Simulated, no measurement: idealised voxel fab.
Process module name: voxel gate over fins
The cross-section on display is named cut; it measures 230 nm wide, and its cells are 5 nm squares.
Square cells in a grid make up a cross-section in this document, and the grid is given as bands, listed from the top down, each one or more rows of cells.
This entry defines a band. It first specifies the height of the band's top and the height of its bottom in nm, and then specifies the band's materials from left to right, stating each material with its width in nm. The word "everywhere" identifies a single material that fills the band from edge to edge, while the word "blank" identifies empty space.
Note: height 0 marks the level under which the wafer is uniformly one material as received. Lowest band unbounded below, written "from 0 down".
A width given as "30->40" starts at the first number in the band's top row and ends at the second number in its bottom row, shifting by an equal amount at every step from row to row.
The designation "no modification", where it is given for a processing step, indicates that no cell of the cross-section was altered in the course of that step.
This entry, "Fully sealed voids", enumerates those empty regions of no fewer than 8 cells that possess no open connection to the top. Each region is reported in the form width x height at distance, the distance being taken from the left edge, with all three quantities expressed in nm.
On a step's line, text after the settings is the simulator commenting on that step.
overlay nm: mask offset rightward from planned place, masked step; negative means leftward offset.
-- plan
1 RECEIVE, material Si
2 CONFORMAL_DEP, material SiN, thk nm 10
3 MASKED_ETCH, tone cover, mask id FINS, width nm 15, pitch nm 40, etch materials SiN, depth nm 10, overlay nm 0
4 MASKED_ETCH, tone cover, mask id FINS, width nm 15, pitch nm 40, etch materials Si, depth nm 35, overlay nm 0
5 FILL_DEP, material SiO2, thk nm 15
6 CMP, height nm 10
7 SELECTIVE_ETCH, etch materials SiO2, depth nm 20
8 STRIP, etch materials SiN
9 CONFORMAL_DEP, material HfO2, thk nm 5
10 CONFORMAL_DEP, material TiN, thk nm 5
11 CONFORMAL_DEP, material TiAl, thk nm 5
12 CONFORMAL_DEP, material TiN, thk nm 5
13 FILL_DEP, material W, thk nm 15
14 CMP, height nm 30
15 CONFORMAL_DEP, material SiCN, thk nm 5
-- Below: the first of two wafers, run as planned
-- Incoming wafer in cross-section (state: after step 1)
	from 0 down: Si everywhere
	Fully sealed voids: none
-- State of the wafer after step 2, shown in cross-section
	from 10 to 0: SiN everywhere
	below 0: unchanged
-- State of the wafer after step 3, shown in cross-section
	from 10 to 0: blank: 45 / SiN: 15 / blank: 25 / SiN: 15 / blank: 25 / SiN: 15 / blank: 25 / SiN: 15 / blank: 50
	below 0: unchanged
-- State of the wafer after step 4, shown in cross-section
	from 10 to 0: blank: 45 / SiN: 15 / blank: 25 / SiN: 15 / blank: 25 / SiN: 15 / blank: 25 / SiN: 15 / blank: 50
	from 0 to -35: blank: 45 / Si: 15 / blank: 25 / Si: 15 / blank: 25 / Si: 15 / blank: 25 / Si: 15 / blank: 50
	below -35: unchanged
-- State of the wafer after step 5, shown in cross-section
	from 25 to 10: SiO2 everywhere
	from 10 to 0: SiO2: 45 / SiN: 15 / SiO2: 25 / SiN: 15 / SiO2: 25 / SiN: 15 / SiO2: 25 / SiN: 15 / SiO2: 50
	from 0 to -35: SiO2: 45 / Si: 15 / SiO2: 25 / Si: 15 / SiO2: 25 / Si: 15 / SiO2: 25 / Si: 15 / SiO2: 50
	below -35: unchanged
-- State of the wafer after step 6, shown in cross-section
	from 10 to 0: SiO2: 45 / SiN: 15 / SiO2: 25 / SiN: 15 / SiO2: 25 / SiN: 15 / SiO2: 25 / SiN: 15 / SiO2: 50
	below 0: unchanged
-- State of the wafer after step 7, shown in cross-section
	from 10 to 0: blank: 45 / SiN: 15 / blank: 25 / SiN: 15 / blank: 25 / SiN: 15 / blank: 25 / SiN: 15 / blank: 50
	from 0 to -10: blank: 45 / Si: 15 / blank: 25 / Si: 15 / blank: 25 / Si: 15 / blank: 25 / Si: 15 / blank: 50
	below -10: unchanged
-- State of the wafer after step 8, shown in cross-section
	from 0 to -10: blank: 45 / Si: 15 / blank: 25 / Si: 15 / blank: 25 / Si: 15 / blank: 25 / Si: 15 / blank: 50
	below -10: unchanged
-- State of the wafer after step 9, shown in cross-section
	from 5 to 0: blank: 40 / HfO2: 25 / blank: 15 / HfO2: 25 / blank: 15 / HfO2: 25 / blank: 15 / HfO2: 25 / blank: 45
	from 0 to -5: blank: 40 / HfO2: 5 / Si: 15 / HfO2: 5 / blank: 15 / HfO2: 5 / Si: 15 / HfO2: 5 / blank: 15 / HfO2: 5 / Si: 15 / HfO2: 5 / blank: 15 / HfO2: 5 / Si: 15 / HfO2: 5 / blank: 45
	from -5 to -10: HfO2: 45 / Si: 15 / HfO2: 25 / Si: 15 / HfO2: 25 / Si: 15 / HfO2: 25 / Si: 15 / HfO2: 50
	below -10: unchanged
-- State of the wafer after step 10, shown in cross-section
	from 10 to 5: blank: 35 / TiN: 35 / blank: 5 / TiN: 35 / blank: 5 / TiN: 35 / blank: 5 / TiN: 35 / blank: 40
	from 5 to 0: blank: 35 / TiN: 5 / HfO2: 25 / TiN: 5 / blank: 5 / TiN: 5 / HfO2: 25 / TiN: 5 / blank: 5 / TiN: 5 / HfO2: 25 / TiN: 5 / blank: 5 / TiN: 5 / HfO2: 25 / TiN: 5 / blank: 40
	from 0 to -5: TiN: 40 / HfO2: 5 / Si: 15 / HfO2: 5 / TiN: 15 / HfO2: 5 / Si: 15 / HfO2: 5 / TiN: 15 / HfO2: 5 / Si: 15 / HfO2: 5 / TiN: 15 / HfO2: 5 / Si: 15 / HfO2: 5 / TiN: 45
	below -5: unchanged
-- State of the wafer after step 11, shown in cross-section
	from 15 to 10: blank: 30 / TiAl: 165 / blank: 35
	from 10 to 5: blank: 30 / TiAl: 5 / TiN: 35 / TiAl: 5 / TiN: 35 / TiAl: 5 / TiN: 35 / TiAl: 5 / TiN: 35 / TiAl: 5 / blank: 35
	from 5 to 0: TiAl: 35 / TiN: 5 / HfO2: 25 / TiN: 5 / TiAl: 5 / TiN: 5 / HfO2: 25 / TiN: 5 / TiAl: 5 / TiN: 5 / HfO2: 25 / TiN: 5 / TiAl: 5 / TiN: 5 / HfO2: 25 / TiN: 5 / TiAl: 40
	below 0: unchanged
-- State of the wafer after step 12, shown in cross-section
	from 20 to 15: blank: 25 / TiN: 175 / blank: 30
	from 15 to 10: blank: 25 / TiN: 5 / TiAl: 165 / TiN: 5 / blank: 30
	from 10 to 5: TiN: 30 / TiAl: 5 / TiN: 35 / TiAl: 5 / TiN: 35 / TiAl: 5 / TiN: 35 / TiAl: 5 / TiN: 35 / TiAl: 5 / TiN: 35
	below 5: unchanged
-- State of the wafer after step 13, shown in cross-section
	from 35 to 20: W everywhere
	from 20 to 15: W: 25 / TiN: 175 / W: 30
	from 15 to 10: W: 25 / TiN: 5 / TiAl: 165 / TiN: 5 / W: 30
	below 10: unchanged
-- State of the wafer after step 14, shown in cross-section
	from 30 to 20: W everywhere
	below 20: unchanged
-- State of the wafer after step 15, shown in cross-section
	from 35 to 30: SiCN everywhere
	below 30: unchanged
-- Wafer two of two - same starting point, same process plan, one mistake in execution; matches wafer one up to and including step 9
-- when step 10 should have ended
	from 20 to 10: blank: 25 / TiN: 175 / blank: 30
	from 10 to 5: TiN everywhere
	from 5 to 0: TiN: 40 / HfO2: 25 / TiN: 15 / HfO2: 25 / TiN: 15 / HfO2: 25 / TiN: 15 / HfO2: 25 / TiN: 45
	from 0 to -5: TiN: 40 / HfO2: 5 / Si: 15 / HfO2: 5 / TiN: 15 / HfO2: 5 / Si: 15 / HfO2: 5 / TiN: 15 / HfO2: 5 / Si: 15 / HfO2: 5 / TiN: 15 / HfO2: 5 / Si: 15 / HfO2: 5 / TiN: 45
	below -5: unchanged
-- when step 11 should have ended
	from 25 to 20: blank: 20 / TiAl: 185 / blank: 25
	from 20 to 15: blank: 20 / TiAl: 5 / TiN: 175 / TiAl: 5 / blank: 25
	from 15 to 10: TiAl: 25 / TiN: 175 / TiAl: 30
	below 10: unchanged
-- when step 12 should have ended
	from 30 to 25: blank: 15 / TiN: 195 / blank: 20
	from 25 to 20: blank: 15 / TiN: 5 / TiAl: 185 / TiN: 5 / blank: 20
	from 20 to 15: TiN: 20 / TiAl: 5 / TiN: 175 / TiAl: 5 / TiN: 25
	below 15: unchanged
-- when step 13 should have ended
	from 45 to 30: W everywhere
	from 30 to 25: W: 15 / TiN: 195 / W: 20
	from 25 to 20: W: 15 / TiN: 5 / TiAl: 185 / TiN: 5 / W: 20
	below 20: unchanged
-- when step 14 should have ended
	from 30 to 25: W: 15 / TiN: 195 / W: 20
	below 25: unchanged
-- when step 15 should have ended
	from 35 to 30: SiCN everywhere
	below 30: unchanged
Short version of what went wrong: so step 10 ended up running with a different setting than we planned, it ran as CONFORMAL_DEP, material TiN, thk nm 15
FYI, end of process, the second wafer has more or fewer cells of some materials than the first: TiAl -6, TiN +106, W -100
